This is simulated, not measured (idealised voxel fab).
The document below concerns the process module designated voxel gate over fins.
FYI the section here is cut, 205 nm wide, cells are 5 nm squares.
Cross-section spec: square-cell grid; bands listed top down; each band is one or more rows.
Top, bottom (nm), then materials left to right with widths (nm); lone material tagged "edge to edge" fills the whole band edge to edge; "blank" = empty space.
Measure heights from 0. That's the level where, below it, the as-received wafer is all one material. The lowest band is bottomless and extends downward; write it as in "0..down".
Graded width ("30->40"): value in top row of band = first number; value in bottom row = second number; row-to-row change constant.
What does "nothing different" mean for a step? It means no cell of the cross-section changed in that step.
So "Voids, sealed" is basically the list of trapped voids: any empty space of 8 cells or more that can't reach the top through an opening. They're written width x height at distance, the distance being from the left edge, and it's all nm.
That trailing text on a step's line, after the settings, is the simulator's own remark on the step.
For masked steps, "overlay nm" on the step line gives how far right of plan the mask actually lay; a minus sign means it lay to the left.

Set out below are the planned steps of the process
1) RECEIVE [material Si]
2) CONFORMAL_DEP [material SiN] [thk nm 5]
3) DIRECTIONAL_DEP [material aC] [thk nm 15]
4) PATTERN [tone cover] [mask id FINS] [material resist] [width nm 15] [pitch nm 40] [thk nm 30] [overlay nm 0]
5) DIRECTIONAL_ETCH [etch materials aC] [depth nm 15]
6) STRIP [etch materials resist]
7) DIRECTIONAL_ETCH [etch materials SiN] [depth nm 5]
8) DIRECTIONAL_ETCH [etch materials Si] [depth nm 30]
9) STRIP [etch materials aC]
10) FILL_DEP [material SiO2] [thk nm 10]
11) CMP [height nm 5]
12) SELECTIVE_ETCH [etch materials SiO2] [depth nm 20]
13) STRIP [etch materials SiN]
14) CONFORMAL_DEP [material HfO2] [thk nm 5]
15) CONFORMAL_DEP [material TiN] [thk nm 5]
16) CONFORMAL_DEP [material TiAl] [thk nm 5]
17) CONFORMAL_DEP [material TiN] [thk nm 5]
18) FILL_DEP [material W] [thk nm 10]
19) CMP [height nm 25]
20) CONFORMAL_DEP [material SiCN] [thk nm 5]

Wafer as received: cross-section following step 1
> 0..down = Si edge to edge
> Voids, sealed: none

Look at the cross-section after the module: the wafer started out the way shown above and the plan was the one shown above, yet one mistake was made along the way
> 30..25 = SiCN edge to edge
> 25..20 = W edge to edge
> 20..15 = TiN edge to edge
> 15..10 = TiAl edge to edge
> 10..5 = TiN edge to edge
> 5..0 = HfO2 40 | TiN 5 | HfO2 35 | TiN 5 | HfO2 35 | TiN 5 | HfO2 35 | TiN 5 | HfO2 40
> 0..-10 = Si 35 | HfO2 5 | TiN 5 | HfO2 5 | Si 25 | HfO2 5 | TiN 5 | HfO2 5 | Si 25 | HfO2 5 | TiN 5 | HfO2 5 | Si 25 | HfO2 5 | TiN 5 | HfO2 5 | Si 35
> -10..-15 = Si 35 | HfO2 15 | Si 25 | HfO2 15 | Si 25 | HfO2 15 | Si 25 | HfO2 15 | Si 35
> -15..-30 = Si 35 | SiO2 15 | Si 25 | SiO2 15 | Si 25 | SiO2 15 | Si 25 | SiO2 15 | Si 35
> -30..down = Si edge to edge
> Voids, sealed: none
Here's what went sideways: rather than as planned, step 4 actually ran as PATTERN [tone open] [mask id FINS] [material resist] [width nm 15] [pitch nm 40] [thk nm 30] [overlay nm 0]
